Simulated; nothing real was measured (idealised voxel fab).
Process module in this document: voxel wiring stack
Shown is cross-section cut, with a width of 190 nm and square cells of size 5 nm.
Each cross-section below is a grid of square cells, stated as bands in top-down order, with one or more rows of cells making up each band.
Read a band's entry like this: the first values are the height of its top and the height of its bottom in nm, and what follows is the sequence of materials from left to right, each with its width in nm. Note that "blank" is empty space, and that a single material marked "edge to edge" reaches across the band from edge to edge.
Convention: height 0 is the level below which the wafer, as received, is all one material. The lowest band does not terminate at the bottom but continues downward, represented as "from 0 down".
Note: "30->40" means the width goes from the first number (top row of the band) to the second number (bottom row) in equal steps per row of cells.
Given "nothing different" for a step, no cell of the cross-section differs between before and after that step.
"Voids lacking openings": sealed empty spaces, 8 cells or more, no open way to top, listed width x height at distance, with distance from the left edge and width, height and distance in nm.
On each step's line, the part that comes after the settings is the simulator's own comment on the step.
Regarding "overlay nm": on a step with a mask, it is the distance the mask lay to the right of its planned place; a negative value places it to the left.
Steps planned for the process:
1: RECEIVE (material Si)
2: CONFORMAL_DEP (material SiO2; thk nm 10)
3: CONFORMAL_DEP (material SiN; thk nm 5)
4: DIRECTIONAL_DEP (material lowk; thk nm 15)
5: DIRECTIONAL_DEP (material aC; thk nm 10)
6: PATTERN (tone open; mask id METAL_1; material resist; width nm 30; pitch nm 60; thk nm 30; overlay nm 0)
7: DIRECTIONAL_ETCH (etch materials aC; depth nm 10)
8: STRIP (etch materials resist)
9: DIRECTIONAL_ETCH (etch materials lowk; depth nm 15)
10: DIRECTIONAL_ETCH (etch materials SiN; depth nm 5)
11: STRIP (etch materials aC)
12: CONFORMAL_DEP (material TiN; thk nm 5)
13: FILL_DEP (material Cu; thk nm 10)
14: CMP (height nm 30)
15: EPI (material Ru; thk nm 5)
16: FILL_DEP (material SiCN; thk nm 5)
17: DIRECTIONAL_DEP (material SiO2; thk nm 15)
18: PATTERN (tone open; mask id PLUG_1; material resist; width nm 15; pitch nm 60; thk nm 20; overlay nm 0)
19: DIRECTIONAL_ETCH (etch materials SiO2; depth nm 15)
20: DIRECTIONAL_ETCH (etch materials SiCN; depth nm 5)
21: STRIP (etch materials resist)
22: CONFORMAL_DEP (material TiN; thk nm 5)
23: FILL_DEP (material Ru; thk nm 10)
24: CMP (height nm 55)
25: DIRECTIONAL_DEP (material TiN; thk nm 5)
26: DIRECTIONAL_DEP (material W; thk nm 20)
27: MASKED_ETCH (tone cover; mask id METAL_2; width nm 30; pitch nm 60; etch materials W; depth nm 20; overlay nm 0)
28: MASKED_ETCH (tone cover; mask id METAL_2; width nm 30; pitch nm 60; etch materials TiN; depth nm 5; overlay nm 0)
29: FILL_DEP (material SiO2; thk nm 5)
30: CMP (height nm 80)
31: CONFORMAL_DEP (material SiCN; thk nm 5)
Cross-section, incoming material, after step 1:
* from 0 down  Si edge to edge
* Voids lacking openings: none
Cross-section taken at module completion on the first of two wafers; processed per the plan:
* from 85 to 80  SiCN edge to edge
* from 80 to 60  SiO2 20 nm, then W 30 nm, then SiO2 30 nm, then W 30 nm, then SiO2 30 nm, then W 30 nm, then SiO2 20 nm
* from 60 to 55  SiO2 20 nm, then TiN 30 nm, then SiO2 30 nm, then TiN 30 nm, then SiO2 30 nm, then TiN 30 nm, then SiO2 20 nm
* from 55 to 40  SiO2 20 nm, then TiN 5 nm, then Ru 5 nm, then TiN 5 nm, then SiO2 45 nm, then TiN 5 nm, then Ru 5 nm, then TiN 5 nm, then SiO2 45 nm, then TiN 5 nm, then Ru 5 nm, then TiN 5 nm, then SiO2 35 nm
* from 40 to 35  SiCN 20 nm, then TiN 15 nm, then SiCN 45 nm, then TiN 15 nm, then SiCN 45 nm, then TiN 15 nm, then SiCN 35 nm
* from 35 to 30  SiCN 15 nm, then Ru 40 nm, then SiCN 20 nm, then Ru 40 nm, then SiCN 20 nm, then Ru 40 nm, then SiCN 15 nm
* from 30 to 15  lowk 20 nm, then TiN 5 nm, then Cu 20 nm, then TiN 5 nm, then lowk 30 nm, then TiN 5 nm, then Cu 20 nm, then TiN 5 nm, then lowk 30 nm, then TiN 5 nm, then Cu 20 nm, then TiN 5 nm, then lowk 20 nm
* from 15 to 10  SiN 20 nm, then TiN 30 nm, then SiN 30 nm, then TiN 30 nm, then SiN 30 nm, then TiN 30 nm, then SiN 20 nm
* from 10 to 0  SiO2 edge to edge
* from 0 down  Si edge to edge
* Voids lacking openings: none
This is the second of the two wafers, cross-sectioned at the end of the module; it started exactly like the first and was given the same plan, but it was run with one mistake:
* from 85 to 80  SiCN edge to edge
* from 80 to 60  W 20 nm, then SiO2 30 nm, then W 30 nm, then SiO2 30 nm, then W 30 nm, then SiO2 30 nm, then W 20 nm
* from 60 to 55  TiN edge to edge
* from 55 to 40  SiO2 20 nm, then TiN 5 nm, then Ru 5 nm, then TiN 5 nm, then SiO2 45 nm, then TiN 5 nm, then Ru 5 nm, then TiN 5 nm, then SiO2 45 nm, then TiN 5 nm, then Ru 5 nm, then TiN 5 nm, then SiO2 35 nm
* from 40 to 35  SiCN 20 nm, then TiN 15 nm, then SiCN 45 nm, then TiN 15 nm, then SiCN 45 nm, then TiN 15 nm, then SiCN 35 nm
* from 35 to 30  SiCN 15 nm, then Ru 40 nm, then SiCN 20 nm, then Ru 40 nm, then SiCN 20 nm, then Ru 40 nm, then SiCN 15 nm
* from 30 to 15  lowk 20 nm, then TiN 5 nm, then Cu 20 nm, then TiN 5 nm, then lowk 30 nm, then TiN 5 nm, then Cu 20 nm, then TiN 5 nm, then lowk 30 nm, then TiN 5 nm, then Cu 20 nm, then TiN 5 nm, then lowk 20 nm
* from 15 to 10  SiN 20 nm, then TiN 30 nm, then SiN 30 nm, then TiN 30 nm, then SiN 30 nm, then TiN 30 nm, then SiN 20 nm
* from 10 to 0  SiO2 edge to edge
* from 0 down  Si edge to edge
* Voids lacking openings: none
Diagnosis: in deviation from the planned setting, step 27 was conducted as MASKED_ETCH (tone open; mask id METAL_2; width nm 30; pitch nm 60; etch materials W; depth nm 20; overlay nm 0)
Bottom line after processing is that, in cells, the second wafer is up or down on some materials versus the first: SiO2: 28 fewer; TiN: 20 more; W: 8 more
